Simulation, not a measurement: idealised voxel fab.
A process module follows: voxel transistor to metal.
Cross-section cut spans 205 nm and uses square cells 5 nm in size.
In this document a cross-section is written as a grid of square cells. It is given as a series of bands, listed from the top down, and a band is one or more rows of cells. A band entry consists of two parts. The first gives the height of the band's top and the height of its bottom, in nm. The rest lists the band's materials from left to right, each with its width in nm. A single material labelled with the word "full width" fills the band from edge to edge, and the word "air" marks empty space. Heights are reckoned from 0. Under this level, the received wafer is all of one material. The bottommost band is open-ended downward, for example "0..down". Top row gets the first number, bottom row gets the second, and each row in between changes by the same step: that is how a band width like "30 to 40" works. Any step labelled "left unchanged" changed none of the cells in the cross-section. Look at "Trapped void list" for the closed voids: empty spaces with no open path to the top, sized 8 cells or up. Each is width x height at distance, distance from the left edge, all nm. Text after the settings on a step's line: the simulator's own remark on that step. "overlay nm", when on a step's line for a step with a mask, measures how far to the right of its planned place the mask lay; a negative measure means to the left. In what follows, pairs of cross-sections are presented, each taken before and after one process step, with the after cross-section shown only down to the lowest band that was altered; the step, together with its settings, is stated below the pair. The pairs may stem from different runs of this module on the same starting wafer; accordingly, a pair should be taken as continuing from the one above it solely where its entry headed "Pre-process" indicates as much.

# Pre-process
  15..10 = SiO2 full width
  10..5 = 80 nm SiO2 | 10 nm SiN | 25 nm SiCN | 10 nm SiN | 80 nm SiO2
  5..0 = 50 nm SiO2 | 30 nm pSi | 10 nm SiN | 25 nm SiCN | 10 nm SiN | 30 nm pSi | 50 nm SiO2
  0..-5 = 45 nm SiO2 | 10 nm SiN | 25 nm pSi | 10 nm SiN | 25 nm SiCN | 10 nm SiN | 25 nm pSi | 10 nm SiN | 45 nm SiO2
  -5..-10 = 55 nm SiO2 | 25 nm pSi | 45 nm SiO2 | 25 nm pSi | 55 nm SiO2
  -10..-25 = 50 nm SiO2 | 5 nm Si | 25 nm pSi | 45 nm Si | 25 nm pSi | 5 nm Si | 50 nm SiO2
  -25..-40 = 50 nm SiO2 | 105 nm Si | 50 nm SiO2
  -40..down = Si full width
  Trapped void list: none

# Structure After Step
  10..5 = 80 nm SiO2 | 10 nm SiN | 25 nm SiCN | 10 nm SiN | 80 nm SiO2
  Lower than 5, everything is as it was.
  Trapped void list: none
The step carried out between the cross-section before it and the cross-section after it, both shown above, is SELECTIVE_ETCH with etch materials SiO2, depth nm 5

Pre-process: see the after view in the pair directly above.

# Structure After Step
  15..10 = HfO2 full width
  Lower than 10, everything is as it was.
  Trapped void list: none
The step carried out between the cross-section before it and the cross-section after it, both shown above, is CONFORMAL_DEP with material HfO2, thk nm 5

Pre-process: see the after view in the pair directly above.

# Structure After Step
  20..15 = TiN full width
  Lower than 15, everything is as it was.
  Trapped void list: none
The step carried out between the cross-section before it and the cross-section after it, both shown above, is CONFORMAL_DEP with material TiN, thk nm 5

Pre-process: see the after view in the pair directly above.

# Structure After Step
  25..20 = W full width
  Lower than 20, everything is as it was.
  Trapped void list: none
The step carried out between the cross-section before it and the cross-section after it, both shown above, is FILL_DEP with material W, thk nm 5

Pre-process: see the after view in the pair directly above.

# Structure After Step
  10..5 = 80 nm SiO2 | 10 nm SiN | 25 nm SiCN | 10 nm SiN | 80 nm SiO2
  Lower than 5, everything is as it was.
  Trapped void list: none
The step carried out between the cross-section before it and the cross-section after it, both shown above, is CMP with height nm 10

Pre-process: see the after view in the pair directly above.

# Structure After Step
  25..10 = SiO2 full width
  Lower than 10, everything is as it was.
  Trapped void list: none
The step carried out between the cross-section before it and the cross-section after it, both shown above, is DIRECTIONAL_DEP with material SiO2, thk nm 15

Pre-process: see the after view in the pair directly above.

# Structure After Step
  25..10 = 55 nm SiO2 | 15 nm air | 65 nm SiO2 | 15 nm air | 55 nm SiO2
  10..5 = 55 nm SiO2 | 15 nm air | 10 nm SiO2 | 10 nm SiN | 25 nm SiCN | 10 nm SiN | 10 nm SiO2 | 15 nm air | 55 nm SiO2
  Lower than 5, everything is as it was.
  Trapped void list: none
The step carried out between the cross-section before it and the cross-section after it, both shown above, is MASKED_ETCH with tone open, mask id CONTACT, width nm 15, pitch nm 80, etch materials SiO2, depth nm 20, overlay nm 0

Pre-process: see the after view in the pair directly above.

# Structure After Step
  30..25 = 60 nm TiN | 5 nm air | 75 nm TiN | 5 nm air | 60 nm TiN
  25..10 = 55 nm SiO2 | 5 nm TiN | 5 nm air | 5 nm TiN | 65 nm SiO2 | 5 nm TiN | 5 nm air | 5 nm TiN | 55 nm SiO2
  10..5 = 55 nm SiO2 | 15 nm TiN | 10 nm SiO2 | 10 nm SiN | 25 nm SiCN | 10 nm SiN | 10 nm SiO2 | 15 nm TiN | 55 nm SiO2
  Lower than 5, everything is as it was.
  Trapped void list: none
The step carried out between the cross-section before it and the cross-section after it, both shown above, is CONFORMAL_DEP with material TiN, thk nm 5

Pre-process: see the after view in the pair directly above.

# Structure After Step
  35..30 = W full width
  30..25 = 60 nm TiN | 5 nm W | 75 nm TiN | 5 nm W | 60 nm TiN
  25..10 = 55 nm SiO2 | 5 nm TiN | 5 nm W | 5 nm TiN | 65 nm SiO2 | 5 nm TiN | 5 nm W | 5 nm TiN | 55 nm SiO2
  Lower than 10, everything is as it was.
  Trapped void list: none
The step carried out between the cross-section before it and the cross-section after it, both shown above, is FILL_DEP with material W, thk nm 5

Pre-process: see the after view in the pair directly above.

# Structure After Step
  25..10 = 55 nm SiO2 | 5 nm TiN | 5 nm W | 5 nm TiN | 65 nm SiO2 | 5 nm TiN | 5 nm W | 5 nm TiN | 55 nm SiO2
  Lower than 10, everything is as it was.
  Trapped void list: none
The step carried out between the cross-section before it and the cross-section after it, both shown above, is CMP with height nm 25

Pre-process: see the after view in the pair directly above.

# Structure After Step
  30..25 = SiCN full width
  Lower than 25, everything is as it was.
  Trapped void list: none
The step carried out between the cross-section before it and the cross-section after it, both shown above, is CONFORMAL_DEP with material SiCN, thk nm 5

Pre-process: see the after view in the pair directly above.

# Structure After Step
  55..30 = SiO2 full width
  Lower than 30, everything is as it was.
  Trapped void list: none
The step carried out between the cross-section before it and the cross-section after it, both shown above, is DIRECTIONAL_DEP with material SiO2, thk nm 25

Pre-process: see the after view in the pair directly above.

# Structure After Step
  65..55 = aC full width
  Lower than 55, everything is as it was.
  Trapped void list: none
The step carried out between the cross-section before it and the cross-section after it, both shown above, is DIRECTIONAL_DEP with material aC, thk nm 10

Pre-process: see the after view in the pair directly above.

# Structure After Step
  95..65 = 55 nm resist | 15 nm air | 65 nm resist | 15 nm air | 55 nm resist
  Lower than 65, everything is as it was.
  Trapped void list: none
The step carried out between the cross-section before it and the cross-section after it, both shown above, is PATTERN with tone open, mask id METAL_1, material resist, width nm 15, pitch nm 80, thk nm 30, overlay nm 0

Pre-process: see the after view in the pair directly above.

# Structure After Step
  85..65 = 55 nm resist | 15 nm air | 65 nm resist | 15 nm air | 55 nm resist
  65..55 = 55 nm aC | 15 nm air | 65 nm aC | 15 nm air | 55 nm aC
  Lower than 55, everything is as it was.
  Trapped void list: none
The step carried out between the cross-section before it and the cross-section after it, both shown above, is DIRECTIONAL_ETCH with etch materials aC, depth nm 10

Pre-process: see the after view in the pair directly above.

# Structure After Step
  65..55 = 55 nm aC | 15 nm air | 65 nm aC | 15 nm air | 55 nm aC
  Lower than 55, everything is as it was.
  Trapped void list: none
The step carried out between the cross-section before it and the cross-section after it, both shown above, is STRIP with etch materials resist

Pre-process: see the after view in the pair directly above.

# Structure After Step
  65..55 = 55 nm aC | 15 nm air | 65 nm aC | 15 nm air | 55 nm aC
  55..30 = 55 nm SiO2 | 15 nm air | 65 nm SiO2 | 15 nm air | 55 nm SiO2
  Lower than 30, everything is as it was.
  Trapped void list: none
The step carried out between the cross-section before it and the cross-section after it, both shown above, is DIRECTIONAL_ETCH with etch materials SiO2, depth nm 25

Pre-process: see the after view in the pair directly above.

# Structure After Step
  65..55 = 55 nm aC | 15 nm air | 65 nm aC | 15 nm air | 55 nm aC
  55..30 = 55 nm SiO2 | 15 nm air | 65 nm SiO2 | 15 nm air | 55 nm SiO2
  30..25 = 55 nm SiCN | 15 nm air | 65 nm SiCN | 15 nm air | 55 nm SiCN
  Lower than 25, everything is as it was.
  Trapped void list: none
The step carried out between the cross-section before it and the cross-section after it, both shown above, is DIRECTIONAL_ETCH with etch materials SiCN, depth nm 5

Pre-process: see the after view in the pair directly above.

# Structure After Step
  55..30 = 55 nm SiO2 | 15 nm air | 65 nm SiO2 | 15 nm air | 55 nm SiO2
  Lower than 30, everything is as it was.
  Trapped void list: none
The step carried out between the cross-section before it and the cross-section after it, both shown above, is STRIP with etch materials aC

Pre-process: see the after view in the pair directly above.

# Structure After Step
  60..55 = 60 nm TiN | 5 nm air | 75 nm TiN | 5 nm air | 60 nm TiN
  55..30 = 55 nm SiO2 | 5 nm TiN | 5 nm air | 5 nm TiN | 65 nm SiO2 | 5 nm TiN | 5 nm air | 5 nm TiN | 55 nm SiO2
  30..25 = 55 nm SiCN | 15 nm TiN | 65 nm SiCN | 15 nm TiN | 55 nm SiCN
  Lower than 25, everything is as it was.
  Trapped void list: none
The step carried out between the cross-section before it and the cross-section after it, both shown above, is CONFORMAL_DEP with material TiN, thk nm 5

Pre-process: see the after view in the pair directly above.

# Structure After Step
  65..60 = W full width
  60..55 = 60 nm TiN | 5 nm W | 75 nm TiN | 5 nm W | 60 nm TiN
  55..30 = 55 nm SiO2 | 5 nm TiN | 5 nm W | 5 nm TiN | 65 nm SiO2 | 5 nm TiN | 5 nm W | 5 nm TiN | 55 nm SiO2
  Lower than 30, everything is as it was.
  Trapped void list: none
The step carried out between the cross-section before it and the cross-section after it, both shown above, is FILL_DEP with material W, thk nm 5

Pre-process: see the after view in the pair directly above.

# Structure After Step
  55..30 = 55 nm SiO2 | 5 nm TiN | 5 nm W | 5 nm TiN | 65 nm SiO2 | 5 nm TiN | 5 nm W | 5 nm TiN | 55 nm SiO2
  Lower than 30, everything is as it was.
  Trapped void list: none
The step carried out between the cross-section before it and the cross-section after it, both shown above, is CMP with height nm 55

Pre-process: see the after view in the pair directly above.

# Structure After Step
  60..55 = 50 nm air | 25 nm Ru | 55 nm air | 25 nm Ru | 50 nm air
  Lower than 55, everything is as it was.
  Trapped void list: none
The step carried out between the cross-section before it and the cross-section after it, both shown above, is EPI with material Ru, thk nm 5

Pre-process: see the after view in the pair directly above.

# Structure After Step
  65..60 = SiCN full width
  60..55 = 50 nm SiCN | 25 nm Ru | 55 nm SiCN | 25 nm Ru | 50 nm SiCN
  Lower than 55, everything is as it was.
  Trapped void list: none
The step carried out between the cross-section before it and the cross-section after it, both shown above, is FILL_DEP with material SiCN, thk nm 5

# Pre-process
  30..15 = 80 nm air | 10 nm SiN | 25 nm SiCN | 10 nm SiN | 80 nm air
  15..5 = 80 nm air | 10 nm SiN | 25 nm polySi | 10 nm SiN | 80 nm air
  5..0 = 50 nm air | 30 nm pSi | 10 nm SiN | 25 nm polySi | 10 nm SiN | 30 nm pSi | 50 nm air
  0..-5 = 45 nm air | 10 nm SiN | 25 nm pSi | 10 nm SiN | 25 nm polySi | 10 nm SiN | 25 nm pSi | 10 nm SiN | 45 nm air
  -5..-10 = 55 nm SiO2 | 25 nm pSi | 45 nm SiO2 | 25 nm pSi | 55 nm SiO2
  -10..-25 = 50 nm SiO2 | 5 nm Si | 25 nm pSi | 45 nm Si | 25 nm pSi | 5 nm Si | 50 nm SiO2
  -25..-40 = 50 nm SiO2 | 105 nm Si | 50 nm SiO2
  -40..down = Si full width
  Trapped void list: none

# Structure After Step
  30..20 = 80 nm air | 10 nm SiN | 25 nm SiCN | 10 nm SiN | 80 nm air
  20..15 = 35 nm air | 45 nm pSi | 10 nm SiN | 25 nm SiCN | 10 nm SiN | 45 nm pSi | 35 nm air
  15..0 = 35 nm air | 45 nm pSi | 10 nm SiN | 25 nm polySi | 10 nm SiN | 45 nm pSi | 35 nm air
  0..-5 = 35 nm air | 10 nm pSi | 10 nm SiN | 25 nm pSi | 10 nm SiN | 25 nm polySi | 10 nm SiN | 25 nm pSi | 10 nm SiN | 10 nm pSi | 35 nm air
  Lower than -5, everything is as it was.
  Trapped void list: none
The step carried out between the cross-section before it and the cross-section after it, both shown above, is EPI with material pSi, thk nm 15

Pre-process: see the after view in the pair directly above.

# Structure After Step
  40..30 = SiO2 full width
  30..20 = 80 nm SiO2 | 10 nm SiN | 25 nm SiCN | 10 nm SiN | 80 nm SiO2
  20..15 = 35 nm SiO2 | 45 nm pSi | 10 nm SiN | 25 nm SiCN | 10 nm SiN | 45 nm pSi | 35 nm SiO2
  15..0 = 35 nm SiO2 | 45 nm pSi | 10 nm SiN | 25 nm polySi | 10 nm SiN | 45 nm pSi | 35 nm SiO2
  0..-5 = 35 nm SiO2 | 10 nm pSi | 10 nm SiN | 25 nm pSi | 10 nm SiN | 25 nm polySi | 10 nm SiN | 25 nm pSi | 10 nm SiN | 10 nm pSi | 35 nm SiO2
  Lower than -5, everything is as it was.
  Trapped void list: none
The step carried out between the cross-section before it and the cross-section after it, both shown above, is FILL_DEP with material SiO2, thk nm 10

Pre-process: see the after view in the pair directly above.

# Structure After Step
  15..0 = 35 nm SiO2 | 45 nm pSi | 10 nm SiN | 25 nm polySi | 10 nm SiN | 45 nm pSi | 35 nm SiO2
  Lower than 0, everything is as it was.
  Trapped void list: none
The step carried out between the cross-section before it and the cross-section after it, both shown above, is CMP with height nm 15

Pre-process: see the after view in the pair directly above.

# Structure After Step
  15..0 = 35 nm SiO2 | 45 nm pSi | 10 nm SiN | 25 nm air | 10 nm SiN | 45 nm pSi | 35 nm SiO2
  0..-5 = 35 nm SiO2 | 10 nm pSi | 10 nm SiN | 25 nm pSi | 10 nm SiN | 25 nm air | 10 nm SiN | 25 nm pSi | 10 nm SiN | 10 nm pSi | 35 nm SiO2
  Lower than -5, everything is as it was.
  Trapped void list: none
The step carried out between the cross-section before it and the cross-section after it, both shown above, is STRIP with etch materials polySi

Pre-process: see the after view in the pair directly above.

# Structure After Step
  15..10 = 35 nm air | 45 nm pSi | 10 nm SiN | 25 nm air | 10 nm SiN | 45 nm pSi | 35 nm air
  10..0 = 35 nm SiO2 | 45 nm pSi | 10 nm SiN | 25 nm air | 10 nm SiN | 45 nm pSi | 35 nm SiO2
  0..-5 = 35 nm SiO2 | 10 nm pSi | 10 nm SiN | 25 nm pSi | 10 nm SiN | 25 nm air | 10 nm SiN | 25 nm pSi | 10 nm SiN | 10 nm pSi | 35 nm SiO2
  -5..-10 = 55 nm SiO2 | 25 nm pSi | 5 nm SiO2 | 35 nm air | 5 nm SiO2 | 25 nm pSi | 55 nm SiO2
  Lower than -10, everything is as it was.
  Trapped void list: none
The step carried out between the cross-section before it and the cross-section after it, both shown above, is SELECTIVE_ETCH with etch materials SiO2, depth nm 5

Pre-process: see the after view in the pair directly above.

# Structure After Step
  20..15 = 30 nm air | 65 nm HfO2 | 15 nm air | 65 nm HfO2 | 30 nm air
  15..10 = 35 nm HfO2 | 45 nm pSi | 10 nm SiN | 5 nm HfO2 | 15 nm air | 5 nm HfO2 | 10 nm SiN | 45 nm pSi | 35 nm HfO2
  10..0 = 35 nm SiO2 | 45 nm pSi | 10 nm SiN | 5 nm HfO2 | 15 nm air | 5 nm HfO2 | 10 nm SiN | 45 nm pSi | 35 nm SiO2
  0..-5 = 35 nm SiO2 | 10 nm pSi | 10 nm SiN | 25 nm pSi | 10 nm SiN | 5 nm HfO2 | 15 nm air | 5 nm HfO2 | 10 nm SiN | 25 nm pSi | 10 nm SiN | 10 nm pSi | 35 nm SiO2
  -5..-10 = 55 nm SiO2 | 25 nm pSi | 5 nm SiO2 | 35 nm HfO2 | 5 nm SiO2 | 25 nm pSi | 55 nm SiO2
  Lower than -10, everything is as it was.
  Trapped void list: none
The step carried out between the cross-section before it and the cross-section after it, both shown above, is CONFORMAL_DEP with material HfO2, thk nm 5

Pre-process: see the after view in the pair directly above.

# Structure After Step
  25..20 = 25 nm air | 75 nm TiN | 5 nm air | 75 nm TiN | 25 nm air
  20..15 = 30 nm TiN | 65 nm HfO2 | 5 nm TiN | 5 nm air | 5 nm TiN | 65 nm HfO2 | 30 nm TiN
  15..10 = 35 nm HfO2 | 45 nm pSi | 10 nm SiN | 5 nm HfO2 | 5 nm TiN | 5 nm air | 5 nm TiN | 5 nm HfO2 | 10 nm SiN | 45 nm pSi | 35 nm HfO2
  10..0 = 35 nm SiO2 | 45 nm pSi | 10 nm SiN | 5 nm HfO2 | 5 nm TiN | 5 nm air | 5 nm TiN | 5 nm HfO2 | 10 nm SiN | 45 nm pSi | 35 nm SiO2
  0..-5 = 35 nm SiO2 | 10 nm pSi | 10 nm SiN | 25 nm pSi | 10 nm SiN | 5 nm HfO2 | 15 nm TiN | 5 nm HfO2 | 10 nm SiN | 25 nm pSi | 10 nm SiN | 10 nm pSi | 35 nm SiO2
  Lower than -5, everything is as it was.
  Trapped void list: none
The step carried out between the cross-section before it and the cross-section after it, both shown above, is CONFORMAL_DEP with material TiN, thk nm 5

Pre-process: see the after view in the pair directly above.

# Structure After Step
  30..25 = W full width
  25..20 = 25 nm W | 75 nm TiN | 5 nm W | 75 nm TiN | 25 nm W
  20..15 = 30 nm TiN | 65 nm HfO2 | 5 nm TiN | 5 nm W | 5 nm TiN | 65 nm HfO2 | 30 nm TiN
  15..10 = 35 nm HfO2 | 45 nm pSi | 10 nm SiN | 5 nm HfO2 | 5 nm TiN | 5 nm W | 5 nm TiN | 5 nm HfO2 | 10 nm SiN | 45 nm pSi | 35 nm HfO2
  10..0 = 35 nm SiO2 | 45 nm pSi | 10 nm SiN | 5 nm HfO2 | 5 nm TiN | 5 nm W | 5 nm TiN | 5 nm HfO2 | 10 nm SiN | 45 nm pSi | 35 nm SiO2
  Lower than 0, everything is as it was.
  Trapped void list: none
The step carried out between the cross-section before it and the cross-section after it, both shown above, is FILL_DEP with material W, thk nm 5

Pre-process: see the after view in the pair directly above.

# Structure After Step
  10..0 = 35 nm SiO2 | 45 nm pSi | 10 nm SiN | 5 nm HfO2 | 5 nm TiN | 5 nm W | 5 nm TiN | 5 nm HfO2 | 10 nm SiN | 45 nm pSi | 35 nm SiO2
  Lower than 0, everything is as it was.
  Trapped void list: none
The step carried out between the cross-section before it and the cross-section after it, both shown above, is CMP with height nm 10

Pre-process: see the after view in the pair directly above.

# Structure After Step
  25..10 = SiO2 full width
  Lower than 10, everything is as it was.
  Trapped void list: none
The step carried out between the cross-section before it and the cross-section after it, both shown above, is DIRECTIONAL_DEP with material SiO2, thk nm 15

Pre-process: see the after view in the pair directly above.

# Structure After Step
  25..10 = 55 nm SiO2 | 15 nm air | 65 nm SiO2 | 15 nm air | 55 nm SiO2
  Lower than 10, everything is as it was.
  Trapped void list: none
The step carried out between the cross-section before it and the cross-section after it, both shown above, is MASKED_ETCH with tone open, mask id CONTACT, width nm 15, pitch nm 80, etch materials SiO2, depth nm 20, overlay nm 0

Pre-process: see the after view in the pair directly above.

# Structure After Step
  30..25 = 60 nm TiN | 5 nm air | 75 nm TiN | 5 nm air | 60 nm TiN
  25..15 = 55 nm SiO2 | 5 nm TiN | 5 nm air | 5 nm TiN | 65 nm SiO2 | 5 nm TiN | 5 nm air | 5 nm TiN | 55 nm SiO2
  15..10 = 55 nm SiO2 | 15 nm TiN | 65 nm SiO2 | 15 nm TiN | 55 nm SiO2
  Lower than 10, everything is as it was.
  Trapped void list: none
The step carried out between the cross-section before it and the cross-section after it, both shown above, is CONFORMAL_DEP with material TiN, thk nm 5

Pre-process: see the after view in the pair directly above.

# Structure After Step
  35..30 = W full width
  30..25 = 60 nm TiN | 5 nm W | 75 nm TiN | 5 nm W | 60 nm TiN
  25..15 = 55 nm SiO2 | 5 nm TiN | 5 nm W | 5 nm TiN | 65 nm SiO2 | 5 nm TiN | 5 nm W | 5 nm TiN | 55 nm SiO2
  Lower than 15, everything is as it was.
  Trapped void list: none
The step carried out between the cross-section before it and the cross-section after it, both shown above, is FILL_DEP with material W, thk nm 5

Pre-process: see the after view in the pair directly above.

# Structure After Step
  25..15 = 55 nm SiO2 | 5 nm TiN | 5 nm W | 5 nm TiN | 65 nm SiO2 | 5 nm TiN | 5 nm W | 5 nm TiN | 55 nm SiO2
  Lower than 15, everything is as it was.
  Trapped void list: none
The step carried out between the cross-section before it and the cross-section after it, both shown above, is CMP with height nm 25

Pre-process: see the after view in the pair directly above.

# Structure After Step
  30..25 = SiCN full width
  Lower than 25, everything is as it was.
  Trapped void list: none
The step carried out between the cross-section before it and the cross-section after it, both shown above, is CONFORMAL_DEP with material SiCN, thk nm 5

Pre-process: see the after view in the pair directly above.

# Structure After Step
  55..30 = SiO2 full width
  Lower than 30, everything is as it was.
  Trapped void list: none
The step carried out between the cross-section before it and the cross-section after it, both shown above, is DIRECTIONAL_DEP with material SiO2, thk nm 25

Pre-process: see the after view in the pair directly above.

# Structure After Step
  65..55 = aC full width
  Lower than 55, everything is as it was.
  Trapped void list: none
The step carried out between the cross-section before it and the cross-section after it, both shown above, is DIRECTIONAL_DEP with material aC, thk nm 10

Pre-process: see the after view in the pair directly above.

# Structure After Step
  95..65 = 55 nm resist | 15 nm air | 65 nm resist | 15 nm air | 55 nm resist
  Lower than 65, everything is as it was.
  Trapped void list: none
The step carried out between the cross-section before it and the cross-section after it, both shown above, is PATTERN with tone open, mask id METAL_1, material resist, width nm 15, pitch nm 80, thk nm 30, overlay nm 0

Pre-process: see the after view in the pair directly above.

# Structure After Step
  85..65 = 55 nm resist | 15 nm air | 65 nm resist | 15 nm air | 55 nm resist
  65..55 = 55 nm aC | 15 nm air | 65 nm aC | 15 nm air | 55 nm aC
  Lower than 55, everything is as it was.
  Trapped void list: none
The step carried out between the cross-section before it and the cross-section after it, both shown above, is DIRECTIONAL_ETCH with etch materials aC, depth nm 10

Pre-process: see the after view in the pair directly above.

# Structure After Step
  65..55 = 55 nm aC | 15 nm air | 65 nm aC | 15 nm air | 55 nm aC
  Lower than 55, everything is as it was.
  Trapped void list: none
The step carried out between the cross-section before it and the cross-section after it, both shown above, is STRIP with etch materials resist

Pre-process: see the after view in the pair directly above.

# Structure After Step
  65..55 = 55 nm aC | 15 nm air | 65 nm aC | 15 nm air | 55 nm aC
  55..30 = 55 nm SiO2 | 15 nm air | 65 nm SiO2 | 15 nm air | 55 nm SiO2
  Lower than 30, everything is as it was.
  Trapped void list: none
The step carried out between the cross-section before it and the cross-section after it, both shown above, is DIRECTIONAL_ETCH with etch materials SiO2, depth nm 25

Pre-process: see the after view in the pair directly above.

# Structure After Step
  65..55 = 55 nm aC | 15 nm air | 65 nm aC | 15 nm air | 55 nm aC
  55..30 = 55 nm SiO2 | 15 nm air | 65 nm SiO2 | 15 nm air | 55 nm SiO2
  30..25 = 55 nm SiCN | 15 nm air | 65 nm SiCN | 15 nm air | 55 nm SiCN
  Lower than 25, everything is as it was.
  Trapped void list: none
The step carried out between the cross-section before it and the cross-section after it, both shown above, is DIRECTIONAL_ETCH with etch materials SiCN, depth nm 5

Pre-process: see the after view in the pair directly above.

# Structure After Step
  55..30 = 55 nm SiO2 | 15 nm air | 65 nm SiO2 | 15 nm air | 55 nm SiO2
  Lower than 30, everything is as it was.
  Trapped void list: none
The step carried out between the cross-section before it and the cross-section after it, both shown above, is STRIP with etch materials aC

Pre-process: see the after view in the pair directly above.

# Structure After Step
  60..55 = 60 nm TiN | 5 nm air | 75 nm TiN | 5 nm air | 60 nm TiN
  55..30 = 55 nm SiO2 | 5 nm TiN | 5 nm air | 5 nm TiN | 65 nm SiO2 | 5 nm TiN | 5 nm air | 5 nm TiN | 55 nm SiO2
  30..25 = 55 nm SiCN | 15 nm TiN | 65 nm SiCN | 15 nm TiN | 55 nm SiCN
  Lower than 25, everything is as it was.
  Trapped void list: none
The step carried out between the cross-section before it and the cross-section after it, both shown above, is CONFORMAL_DEP with material TiN, thk nm 5

Pre-process: see the after view in the pair directly above.

# Structure After Step
  65..60 = W full width
  60..55 = 60 nm TiN | 5 nm W | 75 nm TiN | 5 nm W | 60 nm TiN
  55..30 = 55 nm SiO2 | 5 nm TiN | 5 nm W | 5 nm TiN | 65 nm SiO2 | 5 nm TiN | 5 nm W | 5 nm TiN | 55 nm SiO2
  Lower than 30, everything is as it was.
  Trapped void list: none
The step carried out between the cross-section before it and the cross-section after it, both shown above, is FILL_DEP with material W, thk nm 5

Pre-process: see the after view in the pair directly above.

# Structure After Step
  55..30 = 55 nm SiO2 | 5 nm TiN | 5 nm W | 5 nm TiN | 65 nm SiO2 | 5 nm TiN | 5 nm W | 5 nm TiN | 55 nm SiO2
  Lower than 30, everything is as it was.
  Trapped void list: none
The step carried out between the cross-section before it and the cross-section after it, both shown above, is CMP with height nm 55

Pre-process: see the after view in the pair directly above.

# Structure After Step
  60..55 = 50 nm air | 25 nm Ru | 55 nm air | 25 nm Ru | 50 nm air
  Lower than 55, everything is as it was.
  Trapped void list: none
The step carried out between the cross-section before it and the cross-section after it, both shown above, is EPI with material Ru, thk nm 5

Pre-process: see the after view in the pair directly above.

# Structure After Step
  65..60 = SiCN full width
  60..55 = 50 nm SiCN | 25 nm Ru | 55 nm SiCN | 25 nm Ru | 50 nm SiCN
  Lower than 55, everything is as it was.
  Trapped void list: none
The step carried out between the cross-section before it and the cross-section after it, both shown above, is FILL_DEP with material SiCN, thk nm 5

# Pre-process
  25..10 = 55 nm SiO2 | 5 nm TiN | 5 nm W | 5 nm TiN | 65 nm SiO2 | 5 nm TiN | 5 nm W | 5 nm TiN | 55 nm SiO2
  10..5 = 55 nm SiO2 | 15 nm TiN | 10 nm SiO2 | 10 nm SiN | 5 nm HfO2 | 5 nm TiN | 5 nm W | 5 nm TiN | 5 nm HfO2 | 10 nm SiN | 10 nm SiO2 | 15 nm TiN | 55 nm SiO2
  5..0 = 50 nm SiO2 | 30 nm pSi | 10 nm SiN | 5 nm HfO2 | 5 nm TiN | 5 nm W | 5 nm TiN | 5 nm HfO2 | 10 nm SiN | 30 nm pSi | 50 nm SiO2
  0..-5 = 45 nm SiO2 | 10 nm SiN | 25 nm pSi | 10 nm SiN | 5 nm HfO2 | 15 nm TiN | 5 nm HfO2 | 10 nm SiN | 25 nm pSi | 10 nm SiN | 45 nm SiO2
  -5..-10 = 55 nm SiO2 | 25 nm pSi | 5 nm SiO2 | 35 nm HfO2 | 5 nm SiO2 | 25 nm pSi | 55 nm SiO2
  -10..-25 = 50 nm SiO2 | 5 nm Si | 25 nm pSi | 45 nm Si | 25 nm pSi | 5 nm Si | 50 nm SiO2
  -25..-40 = 50 nm SiO2 | 105 nm Si | 50 nm SiO2
  -40..down = Si full width
  Trapped void list: none

# Structure After Step
  50..25 = SiO2 full width
  Lower than 25, everything is as it was.
  Trapped void list: none
The step carried out between the cross-section before it and the cross-section after it, both shown above, is DIRECTIONAL_DEP with material SiO2, thk nm 25

Pre-process: see the after view in the pair directly above.

# Structure After Step
  55..50 = SiCN full width
  Lower than 50, everything is as it was.
  Trapped void list: none
The step carried out between the cross-section before it and the cross-section after it, both shown above, is CONFORMAL_DEP with material SiCN, thk nm 5

Pre-process: see the after view in the pair directly above.

# Structure After Step
  65..55 = aC full width
  Lower than 55, everything is as it was.
  Trapped void list: none
The step carried out between the cross-section before it and the cross-section after it, both shown above, is DIRECTIONAL_DEP with material aC, thk nm 10

Pre-process: see the after view in the pair directly above.

# Structure After Step
  95..65 = 55 nm resist | 15 nm air | 65 nm resist | 15 nm air | 55 nm resist
  Lower than 65, everything is as it was.
  Trapped void list: none
The step carried out between the cross-section before it and the cross-section after it, both shown above, is PATTERN with tone open, mask id METAL_1, material resist, width nm 15, pitch nm 80, thk nm 30, overlay nm 0

Pre-process: see the after view in the pair directly above.

# Structure After Step
  85..65 = 55 nm resist | 15 nm air | 65 nm resist | 15 nm air | 55 nm resist
  65..55 = 55 nm aC | 15 nm air | 65 nm aC | 15 nm air | 55 nm aC
  Lower than 55, everything is as it was.
  Trapped void list: none
The step carried out between the cross-section before it and the cross-section after it, both shown above, is DIRECTIONAL_ETCH with etch materials aC, depth nm 10

Pre-process: see the after view in the pair directly above.

# Structure After Step
  65..55 = 55 nm aC | 15 nm air | 65 nm aC | 15 nm air | 55 nm aC
  Lower than 55, everything is as it was.
  Trapped void list: none
The step carried out between the cross-section before it and the cross-section after it, both shown above, is STRIP with etch materials resist

Pre-process: see the after view in the pair directly above.

# Structure After Step
  65..55 = 55 nm aC | 15 nm air | 65 nm aC | 15 nm air | 55 nm aC
  55..50 = 55 nm SiCN | 15 nm air | 65 nm SiCN | 15 nm air | 55 nm SiCN
  Lower than 50, everything is as it was.
  Trapped void list: none
The step carried out between the cross-section before it and the cross-section after it, both shown above, is DIRECTIONAL_ETCH with etch materials SiCN, depth nm 5

Pre-process: see the after view in the pair directly above.

# Structure After Step
  55..50 = 55 nm SiCN | 15 nm air | 65 nm SiCN | 15 nm air | 55 nm SiCN
  Lower than 50, everything is as it was.
  Trapped void list: none
The step carried out between the cross-section before it and the cross-section after it, both shown above, is STRIP with etch materials aC

Pre-process: see the after view in the pair directly above.

# Structure After Step
  60..55 = 60 nm TiN | 5 nm air | 75 nm TiN | 5 nm air | 60 nm TiN
  55..50 = 55 nm SiCN | 15 nm TiN | 65 nm SiCN | 15 nm TiN | 55 nm SiCN
  Lower than 50, everything is as it was.
  Trapped void list: none
The step carried out between the cross-section before it and the cross-section after it, both shown above, is CONFORMAL_DEP with material TiN, thk nm 5

Pre-process: see the after view in the pair directly above.

# Structure After Step
  65..60 = W full width
  60..55 = 60 nm TiN | 5 nm W | 75 nm TiN | 5 nm W | 60 nm TiN
  Lower than 55, everything is as it was.
  Trapped void list: none
The step carried out between the cross-section before it and the cross-section after it, both shown above, is FILL_DEP with material W, thk nm 5

Pre-process: see the after view in the pair directly above.

# Structure After Step
  55..50 = 55 nm SiCN | 15 nm TiN | 65 nm SiCN | 15 nm TiN | 55 nm SiCN
  Lower than 50, everything is as it was.
  Trapped void list: none
The step carried out between the cross-section before it and the cross-section after it, both shown above, is CMP with height nm 55

Pre-process: see the after view in the pair directly above.

# Structure After Step
  60..55 = 50 nm air | 25 nm Ru | 55 nm air | 25 nm Ru | 50 nm air
  Lower than 55, everything is as it was.
  Trapped void list: none
The step carried out between the cross-section before it and the cross-section after it, both shown above, is EPI with material Ru, thk nm 5
